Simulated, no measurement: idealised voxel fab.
voxel spacer lines: a process module
Cross-sectional view cut (width: 210 nm; square cell size: 5 nm).
This document writes a cross-section as a grid whose cells are square, and gives it as bands, listed from the top down; one or more rows of cells form a band.
Band: top and bottom heights (nm) first, top before bottom; then materials from left to right, widths in nm. "edge to edge" marks a sole material filling the band edge to edge. "air" denotes empty space.
We count height from 0. Below that, the starting wafer is all one material. The lowest band never ends at the bottom but goes on down; see "0..down" for how that is written.
The expression "30->40" gives the width at the extremes of the band, the first number at its top row of cells and the second at its bottom row, with the width changing by equal amounts from each row to the next in between.
Where the words "changes: none" appear for a step, the cross-section shows no cell changed by that step; every cell remained as before.
What "Closed empty spaces" gives you is every empty space of 8 cells or more that is cut off from the top. Each appears as width x height at distance, with the distance taken from the left edge and width, height and distance all in nm.
Note: text after step settings on the step line = simulator remark on that step.
A step line may carry the setting "overlay nm", which, for steps involving a mask, states the distance by which the mask lay to the right of its intended position; negative values denote displacement to the left.

[Steps in the process plan]
- 1: RECEIVE with material Si
- 2: CONFORMAL_DEP with material Al2O3, thk nm 10
- 3: DIRECTIONAL_DEP with material W, thk nm 10
- 4: DIRECTIONAL_DEP with material aC, thk nm 20
- 5: PATTERN with tone cover, mask id MANDREL, material resist, width nm 15, pitch nm 50, thk nm 25, overlay nm 0
- 6: DIRECTIONAL_ETCH with etch materials aC, depth nm 20
- 7: STRIP with etch materials resist
- 8: CONFORMAL_DEP with material SiO2, thk nm 10
- 9: DIRECTIONAL_ETCH with etch materials SiO2, depth nm 10
- 10: STRIP with etch materials aC
- 11: DIRECTIONAL_ETCH with etch materials W, depth nm 10
- 12: STRIP with etch materials SiO2

[First of two wafers, with the run carried out as planned]

[Incoming wafer in cross-section (state: after step 1)]
  0..down: Si edge to edge
  Closed empty spaces: none

[The wafer in cross-section once step 2 is complete]
  10..0: Al2O3 edge to edge
  Lower than 0, everything is as it was.

[The wafer in cross-section once step 3 is complete]
  20..10: W edge to edge
  Lower than 10, everything is as it was.

[The wafer in cross-section once step 4 is complete]
  40..20: aC edge to edge
  Lower than 20, everything is as it was.

[The wafer in cross-section once step 5 is complete]
  65..40: air 70, then resist 15, then air 35, then resist 15, then air 75
  Lower than 40, everything is as it was.

[The wafer in cross-section once step 6 is complete]
  45..40: air 70, then resist 15, then air 35, then resist 15, then air 75
  40..20: air 70, then aC 15, then air 35, then aC 15, then air 75
  Lower than 20, everything is as it was.

[The wafer in cross-section once step 7 is complete]
  40..20: air 70, then aC 15, then air 35, then aC 15, then air 75
  Lower than 20, everything is as it was.

[The wafer in cross-section once step 8 is complete]
  50..40: air 60, then SiO2 35, then air 15, then SiO2 35, then air 65
  40..30: air 60, then SiO2 10, then aC 15, then SiO2 10, then air 15, then SiO2 10, then aC 15, then SiO2 10, then air 65
  30..20: SiO2 70, then aC 15, then SiO2 35, then aC 15, then SiO2 75
  Lower than 20, everything is as it was.

[The wafer in cross-section once step 9 is complete]
  40..20: air 60, then SiO2 10, then aC 15, then SiO2 10, then air 15, then SiO2 10, then aC 15, then SiO2 10, then air 65
  Lower than 20, everything is as it was.

[The wafer in cross-section once step 10 is complete]
  40..20: air 60, then SiO2 10, then air 15, then SiO2 10, then air 15, then SiO2 10, then air 15, then SiO2 10, then air 65
  Lower than 20, everything is as it was.

[The wafer in cross-section once step 11 is complete]
  40..20: air 60, then SiO2 10, then air 15, then SiO2 10, then air 15, then SiO2 10, then air 15, then SiO2 10, then air 65
  20..10: air 60, then W 10, then air 15, then W 10, then air 15, then W 10, then air 15, then W 10, then air 65
  Lower than 10, everything is as it was.

[The wafer in cross-section once step 12 is complete]
  20..10: air 60, then W 10, then air 15, then W 10, then air 15, then W 10, then air 15, then W 10, then air 65
  Lower than 10, everything is as it was.

[Second wafer. Start and plan as for the first. One mistake made in running. Agrees with the first up to and including step 2]

[The second wafer in cross-section, at the planned close of step 3]
  20..0: Al2O3 edge to edge
  Lower than 0, everything is as it was.

[The second wafer in cross-section, at the planned close of step 4]
  40..20: aC edge to edge
  Lower than 20, everything is as it was.

[The second wafer in cross-section, at the planned close of step 5]
  65..40: air 70, then resist 15, then air 35, then resist 15, then air 75
  Lower than 40, everything is as it was.

[The second wafer in cross-section, at the planned close of step 6]
  45..40: air 70, then resist 15, then air 35, then resist 15, then air 75
  40..20: air 70, then aC 15, then air 35, then aC 15, then air 75
  Lower than 20, everything is as it was.

[The second wafer in cross-section, at the planned close of step 7]
  40..20: air 70, then aC 15, then air 35, then aC 15, then air 75
  Lower than 20, everything is as it was.

[The second wafer in cross-section, at the planned close of step 8]
  50..40: air 60, then SiO2 35, then air 15, then SiO2 35, then air 65
  40..30: air 60, then SiO2 10, then aC 15, then SiO2 10, then air 15, then SiO2 10, then aC 15, then SiO2 10, then air 65
  30..20: SiO2 70, then aC 15, then SiO2 35, then aC 15, then SiO2 75
  Lower than 20, everything is as it was.

[The second wafer in cross-section, at the planned close of step 9]
  40..20: air 60, then SiO2 10, then aC 15, then SiO2 10, then air 15, then SiO2 10, then aC 15, then SiO2 10, then air 65
  Lower than 20, everything is as it was.

[The second wafer in cross-section, at the planned close of step 10]
  40..20: air 60, then SiO2 10, then air 15, then SiO2 10, then air 15, then SiO2 10, then air 15, then SiO2 10, then air 65
  Lower than 20, everything is as it was.

The second wafer in cross-section, at the planned close of step 11: changes: none

[The second wafer in cross-section, at the planned close of step 12]
  20..0: Al2O3 edge to edge
  Lower than 0, everything is as it was.
In executing the process, a mistake was made relative to the plan: step 3 deviated from plan and actually ran as DIRECTIONAL_DEP with material Al2O3, thk nm 10
Upon completion, the second wafer contains, in terms of cells, a greater or smaller amount of certain materials than the first wafer: +84 Al2O3, -16 W
